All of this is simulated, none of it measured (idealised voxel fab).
process module | voxel self aligned contacts
cross-section cut | 200 nm wide | cells 5 nm
A cross-section is a grid of square cells, given in bands from the top down. A band is one or more rows of cells.
Each band's line starts with the height of the band's top and of its bottom, in nm. Then come its materials from left to right, each with its width in nm. One material with "throughout" fills the band from edge to edge. "air" is empty space.
Height 0 is the level under which the wafer as received is all one material. The lowest band goes on downwards, as in "0 down".
A width such as "30 to 40" changes by the same amount from each row of cells to the next, from the band's top row to its bottom row.
"no change" after a step means that no cell of the cross-section changed.
closed voids: empty space of 8 cells or more with no open way to the top, each as width x height at its distance from the left edge, in nm
after a step's settings: what the simulator itself notes on the step
overlay nm, on a step with a mask: how far to the right of its planned place the mask lay; to the left if negative
plan
1 op RECEIVE | material Si
2 op OXIDIZE | depth nm 5
3 op DIRECTIONAL_DEP | material polySi | thk nm 20
4 op DIRECTIONAL_DEP | material SiN | thk nm 25
5 op PATTERN | tone cover | mask id GATE | material resist | width nm 30 | pitch nm 70 | thk nm 20 | overlay nm 0
6 op DIRECTIONAL_ETCH | etch materials SiN | depth nm 25
7 op DIRECTIONAL_ETCH | etch materials polySi | depth nm 20
8 op STRIP | etch materials resist
9 op CONFORMAL_DEP | material SiN | thk nm 10
10 op DIRECTIONAL_ETCH | etch materials SiN | depth nm 10
11 op FILL_DEP | material SiO2 | thk nm 15
12 op CMP | height nm 50
13 op MASKED_ETCH | tone open | mask id CONTACT | width nm 50 | pitch nm 70 | etch materials SiO2 | depth nm 55 | overlay nm -15
14 op CONFORMAL_DEP | material TiN | thk nm 5
15 op FILL_DEP | material W | thk nm 5
16 op CMP | height nm 50
17 op CONFORMAL_DEP | material SiCN | thk nm 5
varied across the wafers: overlay nm of step 13. The plan shows the first wafer's value. All wafers start alike
first wafer as received, after step 1
  0 down: Si throughout
  closed voids: none
first wafer at the end, after step 17
  55 to 50: SiCN throughout
  50 to 45: SiO2 25 | TiN 35 | W 10 | TiN 5 | SiO2 20 | TiN 35 | W 10 | TiN 5 | SiO2 55
  45 to 20: SiO2 5 | SiN 50 | TiN 5 | W 10 | TiN 5 | SiN 50 | TiN 5 | W 10 | TiN 5 | SiN 50 | SiO2 5
  20 to 0: SiO2 5 | SiN 10 | polySi 30 | SiN 10 | TiN 5 | W 10 | TiN 5 | SiN 10 | polySi 30 | SiN 10 | TiN 5 | W 10 | TiN 5 | SiN 10 | polySi 30 | SiN 10 | SiO2 5
  0 to -5: SiO2 55 | TiN 20 | SiO2 50 | TiN 20 | SiO2 55
  -5 down: Si throughout
  closed voids: none
last wafer at the end
  55 to 50: SiCN throughout
  50 to 45: SiO2 55 | TiN 5 | W 10 | TiN 35 | SiO2 20 | TiN 5 | W 10 | TiN 35 | SiO2 25
  45 to 20: SiO2 5 | SiN 50 | TiN 5 | W 10 | TiN 5 | SiN 50 | TiN 5 | W 10 | TiN 5 | SiN 50 | SiO2 5
  20 to 0: SiO2 5 | SiN 10 | polySi 30 | SiN 10 | TiN 5 | W 10 | TiN 5 | SiN 10 | polySi 30 | SiN 10 | TiN 5 | W 10 | TiN 5 | SiN 10 | polySi 30 | SiN 10 | SiO2 5
  0 to -5: SiO2 55 | TiN 20 | SiO2 50 | TiN 20 | SiO2 55
  -5 down: Si throughout
  closed voids: none
each wafer at the end: cells of each material gained (+) or lost (-) since it was received, then its closed voids
overlay nm -15 | -40 Si | +40 SiCN | +198 SiN | +70 SiO2 | +60 TiN | +40 W | +72 polySi | closed voids: none
overlay nm -10 | -40 Si | +40 SiCN | +198 SiN | +70 SiO2 | +60 TiN | +40 W | +72 polySi | closed voids: none
overlay nm -5 | -40 Si | +40 SiCN | +198 SiN | +70 SiO2 | +60 TiN | +40 W | +72 polySi | closed voids: none
overlay nm 0 | -40 Si | +40 SiCN | +198 SiN | +70 SiO2 | +60 TiN | +40 W | +72 polySi | closed voids: none
overlay nm 5 | -40 Si | +40 SiCN | +198 SiN | +70 SiO2 | +60 TiN | +40 W | +72 polySi | closed voids: none
overlay nm 10 | -40 Si | +40 SiCN | +198 SiN | +70 SiO2 | +60 TiN | +40 W | +72 polySi | closed voids: none
overlay nm 15 | -40 Si | +40 SiCN | +198 SiN | +70 SiO2 | +60 TiN | +40 W | +72 polySi | closed voids: none
